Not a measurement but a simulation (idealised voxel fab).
process module | voxel spacer lines
cross-section cut | 250 nm wide | cells 5 nm
A cross-section is a grid of square cells, given in bands from the top down. A band is one or more rows of cells.
Each band's line starts with the height of the band's top and of its bottom, in nm. Then come its materials from left to right, each with its width in nm. One material with "throughout" fills the band from edge to edge. "air" is empty space.
Height 0 is the level under which the wafer as received is all one material. The lowest band goes on downwards, as in "0 down".
A width such as "30 to 40" changes by the same amount from each row of cells to the next, from the band's top row to its bottom row.
"no change" after a step means that no cell of the cross-section changed.
closed voids: empty space of 8 cells or more with no open way to the top, each as width x height at its distance from the left edge, in nm
after a step's settings: what the simulator itself notes on the step
overlay nm, on a step with a mask: how far to the right of its planned place the mask lay; to the left if negative
plan
1 op RECEIVE | material Si
2 op CONFORMAL_DEP | material Al2O3 | thk nm 5
3 op DIRECTIONAL_DEP | material W | thk nm 10
4 op DIRECTIONAL_DEP | material polySi | thk nm 20
5 op PATTERN | tone cover | mask id MANDREL | material resist | width nm 20 | pitch nm 60 | thk nm 25 | overlay nm 0
6 op DIRECTIONAL_ETCH | etch materials polySi | depth nm 20
7 op STRIP | etch materials resist
8 op CONFORMAL_DEP | material SiO2 | thk nm 10
9 op DIRECTIONAL_ETCH | etch materials SiO2 | depth nm 10
10 op STRIP | etch materials polySi
11 op DIRECTIONAL_ETCH | etch materials W | depth nm 10
12 op STRIP | etch materials SiO2
as received, after step 1
  0 down: Si throughout
  closed voids: none
a wafer at the end: this start, this plan, one mistake
  15 to 5: air 75 | W 40 | air 20 | W 40 | air 75
  5 to 0: Al2O3 throughout
  0 down: Si throughout
  closed voids: none
what went wrong: steps 10 and 11 were swapped
